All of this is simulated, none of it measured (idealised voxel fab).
You're looking at the process module voxel quadruple lines.
The width of the displayed cross-section, cut, is 240 nm; its cells are square, with a size of 5 nm.
Heads up, the way a cross-section reads in here is a grid of square cells, handed over as bands from the top down, with every band being one or more rows of cells. Heads up on the band format: heights come first, top then bottom, in nm. After that it's the materials left to right, each with its width in nm. A single material flagged "full width" fills the whole band edge to edge, and "air" means there's empty space there. We count height from 0. Below that, the starting wafer is all one material. The lowest band never ends at the bottom but goes on down; see "0 -> down" for how that is written. Quick explanation for "30->40": the width changes in equal steps down the rows of cells, from the first number in the band's top row to the second number in its bottom row. The designation "changes: none", where it is given for a processing step, indicates that no cell of the cross-section was altered in the course of that step. "Closed void roster": sealed empty spaces, 8 cells or more, no open way to top, listed width x height at distance, with distance from the left edge and width, height and distance in nm. Post-settings text on a step line: simulator's own remark regarding the step. overlay nm: on a step with a mask, how far right of its planned place the mask lay; negative means left.

# Set out below are the planned steps of the process
1 RECEIVE,material Si
2 CONFORMAL_DEP,material SiO2,thk nm 10
3 DIRECTIONAL_DEP,material TiN,thk nm 15
4 DIRECTIONAL_DEP,material polySi,thk nm 20
5 DIRECTIONAL_DEP,material aC,thk nm 20
6 PATTERN,tone cover,mask id MANDREL,material resist,width nm 20,thk nm 30,overlay nm 0
7 DIRECTIONAL_ETCH,etch materials aC,depth nm 20
8 STRIP,etch materials resist
9 CONFORMAL_DEP,material SiO2,thk nm 10
10 DIRECTIONAL_ETCH,etch materials SiO2,depth nm 10
11 STRIP,etch materials aC
12 DIRECTIONAL_ETCH,etch materials polySi,depth nm 20
13 STRIP,etch materials SiO2
14 CONFORMAL_DEP,material SiCN,thk nm 10
15 DIRECTIONAL_ETCH,etch materials SiCN,depth nm 10
16 STRIP,etch materials polySi
17 DIRECTIONAL_ETCH,etch materials TiN,depth nm 15
18 STRIP,etch materials SiCN
Be aware that, although all wafers share a common starting state, the width nm at step 6 differs among them, and the plan displays the first wafer's value.

# Incoming state of the first of several wafers in cross-section: after step 1
* 0 -> down  Si full width
* Closed void roster: none

# Rows = wafers. At module end, each row lists per material the cells gained (+) or lost (-) since the wafer was received, then the closed voids
width nm 20; +96 SiO2; +24 TiN; Closed void roster: none
width nm 25; +96 SiO2; +24 TiN; Closed void roster: none
width nm 30; +96 SiO2; +24 TiN; Closed void roster: none
width nm 35; +96 SiO2; +24 TiN; Closed void roster: none
width nm 40; +96 SiO2; +24 TiN; Closed void roster: none
width nm 45; +96 SiO2; +24 TiN; Closed void roster: none
